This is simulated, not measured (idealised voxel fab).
The following process module bears the name voxel self aligned vias.
Xsec cut, 205 nm wide, square cell size 5 nm.
Cross-section spec: square-cell grid; bands listed top down; each band is one or more rows. First you get the band's top height and its bottom height, in nm, and then the materials it's made of, left to right, with each width in nm. If you see a single material with "all across", that one covers the band edge to edge. "empty" is empty space. Heights are measured from 0, the level below which the as-received wafer is all one material; the lowest band has no bottom and continues downward, written as in "0..down". A two-number width, for instance "30 to 40", indicates that the width is equal to the first number in the top row of the band and to the second number in the bottom row, and that it changes by a constant amount per row of cells. When a step is marked "nothing different", none of the cells in the cross-section changed during that step. The entry "Enclosed void entries" lists the empty spaces that cover at least 8 cells and have no open path to the top. Each is written as width x height at distance, where the distance is measured from the left edge and all three values are in nm. Heads up: the bit after the settings on a step's line is the simulator's remark on that step. A step's line can hold "overlay nm"; with a mask on that step, the setting says how far right of the planned place the mask lay, while a negative setting says it lay to the left.
-- List of planned process steps
- 1: RECEIVE | material Si
- 2: CONFORMAL_DEP | material SiO2 | thk nm 10
- 3: CONFORMAL_DEP | material SiCN | thk nm 5
- 4: DIRECTIONAL_DEP | material lowk | thk nm 30
- 5: MASKED_ETCH | tone open | mask id LINES | width nm 20 | pitch nm 65 | etch materials lowk | depth nm 30 | overlay nm 0
- 6: CONFORMAL_DEP | material TiN | thk nm 5
- 7: FILL_DEP | material W | thk nm 5
- 8: CMP | height nm 45
- 9: SELECTIVE_ETCH | etch materials W Ru TiN | depth nm 5
- 10: FILL_DEP | material SiN | thk nm 5
- 11: CMP | height nm 45
- 12: DIRECTIONAL_DEP | material lowk | thk nm 15
- 13: PATTERN | tone open | mask id VIAS | material resist | width nm 40 | pitch nm 65 | thk nm 20 | overlay nm 0
- 14: DIRECTIONAL_ETCH | etch materials lowk | depth nm 15
- 15: DIRECTIONAL_ETCH | etch materials SiN | depth nm 5
- 16: STRIP | etch materials resist
- 17: CONFORMAL_DEP | material TiN | thk nm 5
- 18: FILL_DEP | material Cu | thk nm 10
- 19: CMP | height nm 60
- 20: CONFORMAL_DEP | material SiCN | thk nm 5
-- First wafer of two (run as planned)
-- Incoming wafer, cross-sectional view, post step 1
  0..down  Si all across
  Enclosed void entries: none
-- Step 2 complete: cross-section through the wafer
  10..0  SiO2 all across
  Lower than 0, everything is as it was.
-- Step 3 complete: cross-section through the wafer
  15..10  SiCN all across
  Lower than 10, everything is as it was.
-- Step 4 complete: cross-section through the wafer
  45..15  lowk all across
  Lower than 15, everything is as it was.
-- Step 5 complete: cross-section through the wafer
  45..15  25 nm lowk; 20 nm empty; 45 nm lowk; 20 nm empty; 45 nm lowk; 20 nm empty; 30 nm lowk
  Lower than 15, everything is as it was.
-- Step 6 complete: cross-section through the wafer
  50..45  30 nm TiN; 10 nm empty; 55 nm TiN; 10 nm empty; 55 nm TiN; 10 nm empty; 35 nm TiN
  45..20  25 nm lowk; 5 nm TiN; 10 nm empty; 5 nm TiN; 45 nm lowk; 5 nm TiN; 10 nm empty; 5 nm TiN; 45 nm lowk; 5 nm TiN; 10 nm empty; 5 nm TiN; 30 nm lowk
  20..15  25 nm lowk; 20 nm TiN; 45 nm lowk; 20 nm TiN; 45 nm lowk; 20 nm TiN; 30 nm lowk
  Lower than 15, everything is as it was.
-- Step 7 complete: cross-section through the wafer
  55..50  W all across
  50..45  30 nm TiN; 10 nm W; 55 nm TiN; 10 nm W; 55 nm TiN; 10 nm W; 35 nm TiN
  45..20  25 nm lowk; 5 nm TiN; 10 nm W; 5 nm TiN; 45 nm lowk; 5 nm TiN; 10 nm W; 5 nm TiN; 45 nm lowk; 5 nm TiN; 10 nm W; 5 nm TiN; 30 nm lowk
  Lower than 20, everything is as it was.
-- Step 8 complete: cross-section through the wafer
  45..20  25 nm lowk; 5 nm TiN; 10 nm W; 5 nm TiN; 45 nm lowk; 5 nm TiN; 10 nm W; 5 nm TiN; 45 nm lowk; 5 nm TiN; 10 nm W; 5 nm TiN; 30 nm lowk
  Lower than 20, everything is as it was.
-- Step 9 complete: cross-section through the wafer
  45..40  25 nm lowk; 20 nm empty; 45 nm lowk; 20 nm empty; 45 nm lowk; 20 nm empty; 30 nm lowk
  Lower than 40, everything is as it was.
-- Step 10 complete: cross-section through the wafer
  50..45  SiN all across
  45..40  25 nm lowk; 20 nm SiN; 45 nm lowk; 20 nm SiN; 45 nm lowk; 20 nm SiN; 30 nm lowk
  Lower than 40, everything is as it was.
-- Step 11 complete: cross-section through the wafer
  45..40  25 nm lowk; 20 nm SiN; 45 nm lowk; 20 nm SiN; 45 nm lowk; 20 nm SiN; 30 nm lowk
  Lower than 40, everything is as it was.
-- Step 12 complete: cross-section through the wafer
  60..45  lowk all across
  Lower than 45, everything is as it was.
-- Step 13 complete: cross-section through the wafer
  80..60  15 nm resist; 40 nm empty; 25 nm resist; 40 nm empty; 25 nm resist; 40 nm empty; 20 nm resist
  Lower than 60, everything is as it was.
-- Step 14 complete: cross-section through the wafer
  80..60  15 nm resist; 40 nm empty; 25 nm resist; 40 nm empty; 25 nm resist; 40 nm empty; 20 nm resist
  60..45  15 nm lowk; 40 nm empty; 25 nm lowk; 40 nm empty; 25 nm lowk; 40 nm empty; 20 nm lowk
  Lower than 45, everything is as it was.
-- Step 15 complete: cross-section through the wafer
  80..60  15 nm resist; 40 nm empty; 25 nm resist; 40 nm empty; 25 nm resist; 40 nm empty; 20 nm resist
  60..45  15 nm lowk; 40 nm empty; 25 nm lowk; 40 nm empty; 25 nm lowk; 40 nm empty; 20 nm lowk
  45..40  25 nm lowk; 20 nm empty; 45 nm lowk; 20 nm empty; 45 nm lowk; 20 nm empty; 30 nm lowk
  Lower than 40, everything is as it was.
-- Step 16 complete: cross-section through the wafer
  60..45  15 nm lowk; 40 nm empty; 25 nm lowk; 40 nm empty; 25 nm lowk; 40 nm empty; 20 nm lowk
  Lower than 45, everything is as it was.
-- Step 17 complete: cross-section through the wafer
  65..60  20 nm TiN; 30 nm empty; 35 nm TiN; 30 nm empty; 35 nm TiN; 30 nm empty; 25 nm TiN
  60..50  15 nm lowk; 5 nm TiN; 30 nm empty; 5 nm TiN; 25 nm lowk; 5 nm TiN; 30 nm empty; 5 nm TiN; 25 nm lowk; 5 nm TiN; 30 nm empty; 5 nm TiN; 20 nm lowk
  50..45  15 nm lowk; 15 nm TiN; 10 nm empty; 15 nm TiN; 25 nm lowk; 15 nm TiN; 10 nm empty; 15 nm TiN; 25 nm lowk; 15 nm TiN; 10 nm empty; 15 nm TiN; 20 nm lowk
  45..40  25 nm lowk; 20 nm TiN; 45 nm lowk; 20 nm TiN; 45 nm lowk; 20 nm TiN; 30 nm lowk
  Lower than 40, everything is as it was.
-- Step 18 complete: cross-section through the wafer
  75..65  Cu all across
  65..60  20 nm TiN; 30 nm Cu; 35 nm TiN; 30 nm Cu; 35 nm TiN; 30 nm Cu; 25 nm TiN
  60..50  15 nm lowk; 5 nm TiN; 30 nm Cu; 5 nm TiN; 25 nm lowk; 5 nm TiN; 30 nm Cu; 5 nm TiN; 25 nm lowk; 5 nm TiN; 30 nm Cu; 5 nm TiN; 20 nm lowk
  50..45  15 nm lowk; 15 nm TiN; 10 nm Cu; 15 nm TiN; 25 nm lowk; 15 nm TiN; 10 nm Cu; 15 nm TiN; 25 nm lowk; 15 nm TiN; 10 nm Cu; 15 nm TiN; 20 nm lowk
  Lower than 45, everything is as it was.
-- Step 19 complete: cross-section through the wafer
  60..50  15 nm lowk; 5 nm TiN; 30 nm Cu; 5 nm TiN; 25 nm lowk; 5 nm TiN; 30 nm Cu; 5 nm TiN; 25 nm lowk; 5 nm TiN; 30 nm Cu; 5 nm TiN; 20 nm lowk
  Lower than 50, everything is as it was.
-- Step 20 complete: cross-section through the wafer
  65..60  SiCN all across
  Lower than 60, everything is as it was.
-- For the second wafer, take the first wafer's start and plan, then add one mistake made in running it; everything through step 12, that step included, is shared with the first
-- when step 13 should have ended
  80..60  15 nm empty; 40 nm resist; 25 nm empty; 40 nm resist; 25 nm empty; 40 nm resist; 20 nm empty
  Lower than 60, everything is as it was.
-- when step 14 should have ended
  80..60  15 nm empty; 40 nm resist; 25 nm empty; 40 nm resist; 25 nm empty; 40 nm resist; 20 nm empty
  60..45  15 nm empty; 40 nm lowk; 25 nm empty; 40 nm lowk; 25 nm empty; 40 nm lowk; 20 nm empty
  Lower than 45, everything is as it was.
when step 15 should have ended: nothing different
-- when step 16 should have ended
  60..45  15 nm empty; 40 nm lowk; 25 nm empty; 40 nm lowk; 25 nm empty; 40 nm lowk; 20 nm empty
  Lower than 45, everything is as it was.
-- when step 17 should have ended
  65..60  10 nm empty; 50 nm TiN; 15 nm empty; 50 nm TiN; 15 nm empty; 50 nm TiN; 15 nm empty
  60..50  10 nm empty; 5 nm TiN; 40 nm lowk; 5 nm TiN; 15 nm empty; 5 nm TiN; 40 nm lowk; 5 nm TiN; 15 nm empty; 5 nm TiN; 40 nm lowk; 5 nm TiN; 15 nm empty
  50..45  15 nm TiN; 40 nm lowk; 25 nm TiN; 40 nm lowk; 25 nm TiN; 40 nm lowk; 20 nm TiN
  Lower than 45, everything is as it was.
-- when step 18 should have ended
  75..65  Cu all across
  65..60  10 nm Cu; 50 nm TiN; 15 nm Cu; 50 nm TiN; 15 nm Cu; 50 nm TiN; 15 nm Cu
  60..50  10 nm Cu; 5 nm TiN; 40 nm lowk; 5 nm TiN; 15 nm Cu; 5 nm TiN; 40 nm lowk; 5 nm TiN; 15 nm Cu; 5 nm TiN; 40 nm lowk; 5 nm TiN; 15 nm Cu
  Lower than 50, everything is as it was.
-- when step 19 should have ended
  60..50  10 nm Cu; 5 nm TiN; 40 nm lowk; 5 nm TiN; 15 nm Cu; 5 nm TiN; 40 nm lowk; 5 nm TiN; 15 nm Cu; 5 nm TiN; 40 nm lowk; 5 nm TiN; 15 nm Cu
  Lower than 50, everything is as it was.
-- when step 20 should have ended
  65..60  SiCN all across
  Lower than 60, everything is as it was.
So what did we get wrong on this run? step 13 ran as: PATTERN | tone cover | mask id VIAS | material resist | width nm 40 | pitch nm 65 | thk nm 20 | overlay nm 0
Heads up, by the end the second wafer has more or fewer cells of some materials compared to the first: -20 Cu; +12 SiN; -13 TiN; +21 lowk
